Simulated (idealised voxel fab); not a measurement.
Process module, titled voxel local oxidation
In the cross-section labelled cut, the width is 295 nm and each square cell is 5 nm.
For the purposes of this document, a cross-section shall be understood as a grid of square cells, specified as bands listed in top-to-bottom order, each band consisting of one or more rows of cells.
It is stipulated that each band's entry specify, in nanometres, the height of the top of the band and then that of its bottom, followed by the materials of the band in left-to-right sequence, each together with its width in nanometres. A single material marked by the word "full width" is understood to fill the band from edge to edge; the word "air" is understood to denote empty space.
Heights are expressed relative to 0, this being the level below which the as-received wafer comprises one material exclusively. The lowest band is unbounded in the downward direction and is denoted as in "0 -> down".
Note: "30->40" means the width goes from the first number (top row of the band) to the second number (bottom row) in equal steps per row of cells.
"identical to before" means the step left every cell of the cross-section as it was.
Any empty space of 8 cells or more lacking an open way to the top shows up in "Completely sealed voids" as width x height at distance, distance from the left edge, in nm.
It should be noted that, on the line of a given step, the content following the step's settings is a remark produced by the simulator itself with respect to that step.
"overlay nm" denotes, for a step that has a mask, the displacement of the mask to the right of its planned place, with negative values corresponding to the left.
The steps planned for the process are as follows:
| 1 | RECEIVE [material Si] |
| 2 | CONFORMAL_DEP [material SiO2] [thk nm 5] |
| 3 | CONFORMAL_DEP [material SiN] [thk nm 15] |
| 4 | MASKED_ETCH [tone cover] [mask id ACTIVE] [width nm 100] [etch materials SiN] [depth nm 15] [overlay nm 0] |
| 5 | SELECTIVE_ETCH [etch materials SiO2] [depth nm 5] |
| 6 | OXIDIZE [depth nm 10] |
| 7 | STRIP [etch materials SiN] |
So this is the incoming wafer in cross-section - it's already been through step 1:
* 0 -> down  Si full width
* Completely sealed voids: none
Wafer cross-section at module end: first of two, run to plan:
* 5 -> 0  100 nm air, 90 nm SiO2, 105 nm air
* 0 -> -10  110 nm SiO2, 70 nm Si, 115 nm SiO2
* -10 -> down  Si full width
* Completely sealed voids: none
Here's the second of our two wafers sectioned at module end. Same start as the first, same plan, but one mistake got made running it:
* 5 -> 0  110 nm air, 90 nm SiO2, 95 nm air
* 0 -> -10  120 nm SiO2, 70 nm Si, 105 nm SiO2
* -10 -> down  Si full width
* Completely sealed voids: none
Processing error: step 4 changed vs plan, executed as MASKED_ETCH [tone cover] [mask id ACTIVE] [width nm 100] [etch materials SiN] [depth nm 15] [overlay nm 10]
The concluding comparison shows that, measured in cells, each material is equally abundant on both wafers, albeit at different positions.
